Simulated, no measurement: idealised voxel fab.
Proc. module: voxel capacitor over wiring
Section shown: cut. Width: 285 nm. Cell size: 5 nm, square.
A cross-section is written here as square cells arranged in a grid, and it is given in bands from the top down, each band taking up one or more rows of cells. Read a band's entry like this: the first values are the height of its top and the height of its bottom in nm, and what follows is the sequence of materials from left to right, each with its width in nm. Note that "blank" is empty space, and that a single material marked "everywhere" reaches across the band from edge to edge. Zero point of the height axis is 0; under it, received wafer = one material. Lowest band: continues down indefinitely, "0..down". The width entry "30 to 40" should be interpreted row by row: the top row of cells in the band takes the first number, the bottom row takes the second number, and the change between adjacent rows is uniform throughout. Where a step carries "nothing was modified", the cross-section came out of it unchanged, cell for cell. Basically, "Closed internal cavities" tells you about the enclosed voids: empty spaces with no open way to the top, 8 cells or bigger, each written width x height at distance, where distance is from the left edge, all in nm. Note: text after step settings on the step line = simulator remark on that step. "overlay nm" answers the question of how far to the right of plan the mask lay on a step that has a mask, and when it is negative the answer is to the left.

THESE ARE THE STEPS WE PLANNED FOR THE PROCESS
- 1: RECEIVE [material Si]
- 2: CONFORMAL_DEP [material SiO2] [thk nm 10]
- 3: DIRECTIONAL_DEP [material TiN] [thk nm 5]
- 4: DIRECTIONAL_DEP [material Ru] [thk nm 15]
- 5: PATTERN [tone cover] [mask id METAL_1] [material resist] [width nm 30] [pitch nm 80] [thk nm 20] [overlay nm 0]
- 6: DIRECTIONAL_ETCH [etch materials Ru] [depth nm 15]
- 7: DIRECTIONAL_ETCH [etch materials TiN] [depth nm 5]
- 8: STRIP [etch materials resist]
- 9: CONFORMAL_DEP [material SiN] [thk nm 5]
- 10: FILL_DEP [material lowk] [thk nm 5]
- 11: CMP [height nm 30]
- 12: CONFORMAL_DEP [material SiCN] [thk nm 5]
- 13: DIRECTIONAL_DEP [material SiO2] [thk nm 10]
- 14: MASKED_ETCH [tone open] [mask id PLUG_1] [width nm 15] [etch materials SiO2] [depth nm 10] [overlay nm 0]
- 15: MASKED_ETCH [tone open] [mask id PLUG_1] [width nm 15] [etch materials SiCN] [depth nm 5] [overlay nm 0]
- 16: EPI [material Ru] [thk nm 10]
- 17: EPI [material Ru] [thk nm 5]
- 18: DIRECTIONAL_DEP [material TiN] [thk nm 10]
- 19: DIRECTIONAL_DEP [material Al2O3] [thk nm 5]
- 20: DIRECTIONAL_DEP [material TiN] [thk nm 10]
- 21: PATTERN [tone cover] [mask id UPPER_PLATE] [material resist] [width nm 55] [thk nm 20] [overlay nm 0]
- 22: DIRECTIONAL_ETCH [etch materials TiN] [depth nm 5]
- 23: DIRECTIONAL_ETCH [etch materials Al2O3] [depth nm 5]
- 24: STRIP [etch materials resist]
- 25: MASKED_ETCH [tone cover] [mask id LOWER_PLATE] [width nm 65] [etch materials TiN] [depth nm 10] [overlay nm 0]
- 26: FILL_DEP [material SiO2] [thk nm 15]
- 27: CMP [height nm 80]
- 28: DIRECTIONAL_DEP [material aC] [thk nm 10]
- 29: PATTERN [tone open] [mask id PLUG_2] [material resist] [width nm 15] [thk nm 30] [overlay nm 0]
- 30: DIRECTIONAL_ETCH [etch materials aC] [depth nm 10]
- 31: STRIP [etch materials resist]
- 32: DIRECTIONAL_ETCH [etch materials SiO2] [depth nm 10]
- 33: STRIP [etch materials aC]
- 34: CONFORMAL_DEP [material TiN] [thk nm 5]
- 35: FILL_DEP [material Ru] [thk nm 5]
- 36: CMP [height nm 80]
- 37: CONFORMAL_DEP [material SiCN] [thk nm 5]
Be aware that, although all wafers share a common starting state, the depth nm at step 22 differs among them, and the plan displays the first wafer's value.

THE AS-RECEIVED CROSS-SECTION OF THE FIRST OF SEVERAL WAFERS CORRESPONDS TO THE STATE AFTER STEP 1
> 0..down  Si everywhere
> Closed internal cavities: none

CROSS-SECTION OF THE FIRST OF SEVERAL WAFERS, TAKEN AFTER STEP 37, WHERE THE MODULE ENDS
> 85..80  SiCN everywhere
> 80..75  110 nm SiO2, then 5 nm TiN, then 5 nm Ru, then 5 nm TiN, then 160 nm SiO2
> 75..65  110 to 100 nm SiO2, then 15 to 55 nm TiN, then 160 to 130 nm SiO2
> 65..60  95 nm SiO2, then 65 nm TiN, then 125 nm SiO2
> 60..55  Al2O3 everywhere
> 55..45  TiN everywhere
> 45..35  100 nm SiO2, then 15 nm Ru, then 170 nm SiO2
> 35..30  100 nm SiCN, then 15 nm Ru, then 170 nm SiCN
> 30..15  80 nm lowk, then 5 nm SiN, then 30 nm Ru, then 5 nm SiN, then 40 nm lowk, then 5 nm SiN, then 30 nm Ru, then 5 nm SiN, then 85 nm lowk
> 15..10  85 nm SiN, then 30 nm TiN, then 50 nm SiN, then 30 nm TiN, then 90 nm SiN
> 10..0  SiO2 everywhere
> 0..down  Si everywhere
> Closed internal cavities: none

END OF MODULE, LAST WAFER SECTIONED
> 85..80  SiCN everywhere
> 80..75  110 nm SiO2, then 5 nm TiN, then 5 nm Ru, then 5 nm TiN, then 160 nm SiO2
> 75..70  110 nm SiO2, then 15 nm TiN, then 160 nm SiO2
> 70..60  100 nm SiO2, then 55 nm TiN, then 130 nm SiO2
> 60..55  100 nm SiO2, then 55 nm Al2O3, then 130 nm SiO2
> 55..45  95 nm SiO2, then 65 nm TiN, then 125 nm SiO2
> 45..35  100 nm SiO2, then 15 nm Ru, then 170 nm SiO2
> 35..30  100 nm SiCN, then 15 nm Ru, then 170 nm SiCN
> 30..15  80 nm lowk, then 5 nm SiN, then 30 nm Ru, then 5 nm SiN, then 40 nm lowk, then 5 nm SiN, then 30 nm Ru, then 5 nm SiN, then 85 nm lowk
> 15..10  85 nm SiN, then 30 nm TiN, then 50 nm SiN, then 30 nm TiN, then 90 nm SiN
> 10..0  SiO2 everywhere
> 0..down  Si everywhere
> Closed internal cavities: none

BASICALLY EACH WAFER GETS A LINE IN THE TABLE, SHOWING IT AT THE END OF THE MODULE: MATERIAL BY MATERIAL, THE CELLS IT GAINED (+) OR LOST (-) SINCE WE GOT IT, THEN ITS CLOSED VOIDS
depth nm 5 | +57 Al2O3 | +46 Ru | +111 SiCN | +57 SiN | +420 SiO2 | +155 TiN | +123 lowk | Closed internal cavities: none
depth nm 10 | +11 Al2O3 | +46 Ru | +111 SiCN | +57 SiN | +556 SiO2 | +65 TiN | +123 lowk | Closed internal cavities: none
depth nm 15 | +11 Al2O3 | +46 Ru | +111 SiCN | +57 SiN | +556 SiO2 | +65 TiN | +123 lowk | Closed internal cavities: none
depth nm 20 | +11 Al2O3 | +46 Ru | +111 SiCN | +57 SiN | +556 SiO2 | +65 TiN | +123 lowk | Closed internal cavities: none
depth nm 25 | +11 Al2O3 | +46 Ru | +111 SiCN | +57 SiN | +556 SiO2 | +65 TiN | +123 lowk | Closed internal cavities: none
